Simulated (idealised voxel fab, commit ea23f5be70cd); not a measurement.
voxel double patterning: a process module
Section shown: cut. Width: 175 nm. Cell size: 5 nm, square.
Cross-section layout: square cells on a grid; listed as bands, top to bottom; a band spans one or more cell rows.
Read a band's entry like this: the first values are the height of its top and the height of its bottom in nm, and what follows is the sequence of materials from left to right, each with its width in nm. Note that "air" is empty space, and that a single material marked "throughout" reaches across the band from edge to edge.
Height is counted from the level 0, under which the received wafer is composed throughout of one material. The lowest of the bands is not closed at the bottom but continues downward, in the notation "from 0 down".
It should be noted that a width expressed as "30 to 40" varies in equal increments from row to row of cells within the band, taking the value of the first number at the top row and that of the second number at the bottom row.
"no change occurred" for a step: no cell of the cross-section changed in that step.
You'll see "Sealed cavities" listing empty spaces that have no way open to the top, as long as they're 8 cells or more; the notation is width x height at distance, where the distance is from the left edge, and all of it is in nm.
That trailing text on a step's line, after the settings, is the simulator's own remark on the step.
For masked steps, "overlay nm" on the step line gives how far right of plan the mask actually lay; a minus sign means it lay to the left.
[The following list gives the planned process steps]
| 1 | RECEIVE | material Si |
| 2 | CONFORMAL_DEP | material SiN | thk nm 10 |
| 3 | DIRECTIONAL_DEP | material SiO2 | thk nm 15 |
| 4 | DIRECTIONAL_DEP | material SiCN | thk nm 5 |
| 5 | MASKED_ETCH | tone open | mask id FIRST | width nm 15 | pitch nm 50 | etch materials SiCN | depth nm 5 | overlay nm 0 |
| 6 | DIRECTIONAL_DEP | material aC | thk nm 15 |
| 7 | PATTERN | tone open | mask id SECOND | material resist | width nm 15 | thk nm 35 | overlay nm 0 |
| 8 | DIRECTIONAL_ETCH | etch materials aC | depth nm 15 |
| 9 | STRIP | etch materials resist |
| 10 | DIRECTIONAL_ETCH | etch materials SiCN | depth nm 5 |
| 11 | STRIP | etch materials aC |
| 12 | DIRECTIONAL_ETCH | etch materials SiO2 | depth nm 15 |
| 13 | STRIP | etch materials SiCN |
[Wafer cross-section on receipt, i.e. after step 1]
- from 0 down  Si throughout
- Sealed cavities: none
[Wafer cross-section at module end: first of two, run to plan]
- from 25 to 10  SiO2 55 nm  air 15 nm  SiO2 10 nm  air 15 nm  SiO2 10 nm  air 15 nm  SiO2 55 nm
- from 10 to 0  SiN throughout
- from 0 down  Si throughout
- Sealed cavities: none
[Cross-section at end of module for the second wafer of two, which matched the first in starting point and plan and differed by one mistake in its processing]
- from 25 to 10  air 55 nm  SiO2 15 nm  air 35 nm  SiO2 15 nm  air 55 nm
- from 10 to 0  SiN throughout
- from 0 down  Si throughout
- Sealed cavities: none
Deviation noted in wafer processing: step 5 went in with a setting other than planned; the actual run was MASKED_ETCH | tone cover | mask id FIRST | width nm 15 | pitch nm 50 | etch materials SiCN | depth nm 5 | overlay nm 0
Looking at both finished wafers in cells, the second ends up ahead of or behind the first on some materials: -60 SiO2
